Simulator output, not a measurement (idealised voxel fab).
A process module follows: voxel transistor to metal.
The width of the displayed cross-section, cut, is 190 nm; its cells are square, with a size of 5 nm.
A cross-section in this document is a grid of square cells, and it is written down as bands, the top band listed before the ones below it; a band is made up of one or more rows of cells.
Top height, bottom height, nm. Materials left to right, width each, nm. Single material + "all across" = fills band edge to edge. "air" = empty.
Zero point of the height axis is 0; under it, received wafer = one material. Lowest band: continues down indefinitely, "0 nm and below".
Note: "30->40" means the width goes from the first number (top row of the band) to the second number (bottom row) in equal steps per row of cells.
Take "no change" at face value: in the step it is given for, the cross-section changed in none of its cells.
Closed empty spaces (no open way to the top) of 8 cells or more are what "Closed cavity list" lists, each as width x height at distance from the left edge, nm for all three.
On a step's line, text after the settings is the simulator commenting on that step.
The "overlay nm" setting may appear on a step's line; for a step that uses a mask, it gives how far to the right of its planned position the mask lay, and a negative value indicates the left.

Process steps - plan
- 1: RECEIVE,material Si
- 2: OXIDIZE,depth nm 5
- 3: CONFORMAL_DEP,material SiN,thk nm 15
- 4: PATTERN,tone cover,mask id ACTIVE,material resist,width nm 115,thk nm 15,overlay nm 0
- 5: DIRECTIONAL_ETCH,etch materials SiN,depth nm 15
- 6: DIRECTIONAL_ETCH,etch materials SiO2,depth nm 5
- 7: DIRECTIONAL_ETCH,etch materials Si,depth nm 30
- 8: STRIP,etch materials resist
- 9: FILL_DEP,material SiO2,thk nm 15
- 10: CMP,height nm 15
- 11: SELECTIVE_ETCH,etch materials SiO2,depth nm 15
- 12: STRIP,etch materials SiN
- 13: SELECTIVE_ETCH,etch materials SiO2,depth nm 5
- 14: OXIDIZE,depth nm 5
- 15: DIRECTIONAL_DEP,material polySi,thk nm 25
- 16: DIRECTIONAL_DEP,material SiCN,thk nm 10
- 17: DIRECTIONAL_DEP,material aC,thk nm 10
- 18: PATTERN,tone cover,mask id GATE,material resist,width nm 25,thk nm 30,overlay nm 0
- 19: DIRECTIONAL_ETCH,etch materials aC,depth nm 10
- 20: STRIP,etch materials resist
- 21: DIRECTIONAL_ETCH,etch materials SiCN,depth nm 20
- 22: DIRECTIONAL_ETCH,etch materials polySi,depth nm 35
- 23: STRIP,etch materials aC
- 24: CONFORMAL_DEP,material SiO2,thk nm 5
- 25: DIRECTIONAL_ETCH,etch materials SiO2,depth nm 5
- 26: CONFORMAL_DEP,material SiN,thk nm 5
- 27: DIRECTIONAL_ETCH,etch materials SiN,depth nm 5
- 28: DIRECTIONAL_ETCH,etch materials SiO2,depth nm 5
- 29: DIRECTIONAL_ETCH,etch materials Si,depth nm 10
- 30: EPI,material SiGe,thk nm 10
- 31: FILL_DEP,material SiO2,thk nm 5
- 32: CMP,height nm 30
- 33: DIRECTIONAL_DEP,material SiO2,thk nm 15
- 34: DIRECTIONAL_DEP,material aC,thk nm 15
- 35: PATTERN,tone open,mask id CONTACT,material resist,width nm 30,pitch nm 65,thk nm 30,overlay nm 0
- 36: DIRECTIONAL_ETCH,etch materials aC,depth nm 15
- 37: STRIP,etch materials resist
- 38: DIRECTIONAL_ETCH,etch materials SiO2,depth nm 55
- 39: STRIP,etch materials aC
- 40: CONFORMAL_DEP,material TiN,thk nm 5
- 41: FILL_DEP,material Ru,thk nm 5
- 42: CMP,height nm 45
- 43: DIRECTIONAL_DEP,material TiN,thk nm 5
- 44: DIRECTIONAL_DEP,material Ru,thk nm 25
- 45: PATTERN,tone cover,mask id METAL_1,material resist,width nm 20,pitch nm 75,thk nm 15,overlay nm 0
- 46: DIRECTIONAL_ETCH,etch materials Ru,depth nm 25
- 47: DIRECTIONAL_ETCH,etch materials TiN,depth nm 5
- 48: STRIP,etch materials resist
- 49: FILL_DEP,material lowk,thk nm 10
- 50: CMP,height nm 75
- 51: CONFORMAL_DEP,material SiCN,thk nm 5
- 52: DIRECTIONAL_DEP,material SiO2,thk nm 25
- 53: PATTERN,tone open,mask id METAL_2,material resist,width nm 20,pitch nm 75,thk nm 20,overlay nm 0
- 54: DIRECTIONAL_ETCH,etch materials SiO2,depth nm 15
- 55: STRIP,etch materials resist
- 56: DIRECTIONAL_DEP,material aC,thk nm 15
- 57: PATTERN,tone open,mask id METAL_2_HOLES,material resist,width nm 15,pitch nm 75,thk nm 35,overlay nm 0
- 58: DIRECTIONAL_ETCH,etch materials aC,depth nm 15
- 59: STRIP,etch materials resist
- 60: DIRECTIONAL_ETCH,etch materials SiO2,depth nm 10
- 61: DIRECTIONAL_ETCH,etch materials SiCN,depth nm 5
- 62: STRIP,etch materials aC
- 63: CONFORMAL_DEP,material TiN,thk nm 5
- 64: FILL_DEP,material Cu,thk nm 5
- 65: CMP,height nm 105
- 66: CONFORMAL_DEP,material SiCN,thk nm 5

Cross-section of the wafer at receipt, which is the condition after step 1
> 0 nm and below = Si all across
> Closed cavity list: none

Cross-section taken at module completion on the first of two wafers; processed per the plan
> 110 nm to 105 nm = SiCN all across
> 105 nm to 95 nm = 45 of SiO2; 5 of TiN; 10 of Cu; 5 of TiN; 55 of SiO2; 5 of TiN; 10 of Cu; 5 of TiN; 50 of SiO2
> 95 nm to 90 nm = 45 of SiO2; 5 of TiN; 5 of Cu; 10 of TiN; 55 of SiO2; 5 of TiN; 5 of Cu; 10 of TiN; 50 of SiO2
> 90 nm to 80 nm = 45 of SiO2; 5 of TiN; 5 of Cu; 5 of TiN; 60 of SiO2; 5 of TiN; 5 of Cu; 5 of TiN; 55 of SiO2
> 80 nm to 75 nm = 45 of SiCN; 15 of TiN; 60 of SiCN; 15 of TiN; 55 of SiCN
> 75 nm to 50 nm = 45 of lowk; 20 of Ru; 55 of lowk; 20 of Ru; 50 of lowk
> 50 nm to 45 nm = 45 of lowk; 20 of TiN; 55 of lowk; 20 of TiN; 50 of lowk
> 45 nm to 35 nm = 45 of SiO2; 5 of TiN; 20 of Ru; 5 of TiN; 35 of SiO2; 5 of TiN; 20 of Ru; 5 of TiN; 50 of SiO2
> 35 nm to 30 nm = 45 of SiO2; 5 of TiN; 15 of Ru; 10 of TiN; 35 of SiO2; 10 of TiN; 15 of Ru; 5 of TiN; 50 of SiO2
> 30 nm to 20 nm = 45 of SiO2; 5 of TiN; 15 of Ru; 5 of TiN; 5 of SiN; 5 of SiO2; 25 of SiCN; 5 of SiO2; 5 of SiN; 5 of TiN; 15 of Ru; 5 of TiN; 50 of SiO2
> 20 nm to 5 nm = 45 of SiO2; 5 of TiN; 15 of Ru; 5 of TiN; 5 of SiN; 5 of SiO2; 25 of polySi; 5 of SiO2; 5 of SiN; 5 of TiN; 15 of Ru; 5 of TiN; 50 of SiO2
> 5 nm to 0 nm = 45 of SiO2; 5 of TiN; 5 of Ru; 15 of TiN; 5 of SiN; 5 of SiO2; 25 of polySi; 5 of SiO2; 5 of SiN; 15 of TiN; 5 of Ru; 5 of TiN; 50 of SiO2
> 0 nm to -5 nm = 45 of SiO2; 5 of TiN; 5 of Ru; 5 of TiN; 10 of SiGe; 5 of SiN; 5 of SiO2; 25 of polySi; 5 of SiO2; 5 of SiN; 10 of SiGe; 5 of TiN; 5 of Ru; 5 of TiN; 50 of SiO2
> -5 nm to -10 nm = 45 of SiO2; 15 of TiN; 10 of SiGe; 45 of SiO2; 10 of SiGe; 15 of TiN; 50 of SiO2
> -10 nm to -20 nm = 35 of SiO2; 35 of SiGe; 45 of Si; 35 of SiGe; 40 of SiO2
> -20 nm to -35 nm = 35 of SiO2; 115 of Si; 40 of SiO2
> -35 nm and below = Si all across
> Closed cavity list: none

Same start, same plan as the first wafer - but one mistake in the run. Cross-section of the second of the two at the end of the module
> 110 nm to 105 nm = SiCN all across
> 105 nm to 95 nm = 45 of SiO2; 5 of TiN; 10 of Cu; 5 of TiN; 55 of SiO2; 5 of TiN; 10 of Cu; 5 of TiN; 50 of SiO2
> 95 nm to 90 nm = 45 of SiO2; 5 of TiN; 5 of Cu; 10 of TiN; 55 of SiO2; 5 of TiN; 5 of Cu; 10 of TiN; 50 of SiO2
> 90 nm to 80 nm = 45 of SiO2; 5 of TiN; 5 of Cu; 5 of TiN; 60 of SiO2; 5 of TiN; 5 of Cu; 5 of TiN; 55 of SiO2
> 80 nm to 75 nm = 45 of SiCN; 15 of TiN; 60 of SiCN; 15 of TiN; 55 of SiCN
> 75 nm to 50 nm = 45 of lowk; 20 of Ru; 55 of lowk; 20 of Ru; 50 of lowk
> 50 nm to 45 nm = 45 of lowk; 20 of TiN; 55 of lowk; 20 of TiN; 50 of lowk
> 45 nm to 35 nm = 45 of SiO2; 5 of TiN; 20 of Ru; 5 of TiN; 35 of SiO2; 5 of TiN; 20 of Ru; 5 of TiN; 50 of SiO2
> 35 nm to 30 nm = 45 of SiO2; 5 of TiN; 15 of Ru; 10 of TiN; 35 of SiO2; 10 of TiN; 15 of Ru; 5 of TiN; 50 of SiO2
> 30 nm to 20 nm = 45 of SiO2; 5 of TiN; 15 of Ru; 5 of TiN; 5 of SiN; 5 of SiO2; 25 of SiCN; 5 of SiO2; 5 of SiN; 5 of TiN; 15 of Ru; 5 of TiN; 50 of SiO2
> 20 nm to 5 nm = 45 of SiO2; 5 of TiN; 15 of Ru; 5 of TiN; 5 of SiN; 5 of SiO2; 25 of polySi; 5 of SiO2; 5 of SiN; 5 of TiN; 15 of Ru; 5 of TiN; 50 of SiO2
> 5 nm to 0 nm = 45 of SiO2; 5 of TiN; 5 of Ru; 15 of TiN; 5 of SiN; 5 of SiO2; 25 of polySi; 5 of SiO2; 5 of SiN; 15 of TiN; 5 of Ru; 5 of TiN; 50 of SiO2
> 0 nm to -5 nm = 45 of SiO2; 5 of TiN; 5 of Ru; 5 of TiN; 10 of SiGe; 5 of SiN; 5 of SiO2; 25 of polySi; 5 of SiO2; 5 of SiN; 10 of SiGe; 5 of TiN; 5 of Ru; 5 of TiN; 50 of SiO2
> -5 nm to -10 nm = 45 of SiO2; 15 of TiN; 10 of SiGe; 45 of SiO2; 10 of SiGe; 15 of TiN; 50 of SiO2
> -10 nm to -20 nm = 40 of SiO2; 30 of SiGe; 45 of Si; 40 of SiGe; 35 of SiO2
> -20 nm to -35 nm = 40 of SiO2; 115 of Si; 35 of SiO2
> -35 nm and below = Si all across
> Closed cavity list: none
Against the plan, the run slipped here: not per plan at step 4, really ran PATTERN,tone cover,mask id ACTIVE,material resist,width nm 115,thk nm 15,overlay nm 5
At the close, every material occupies the same number of cells on the second wafer as on the first, only in different positions.
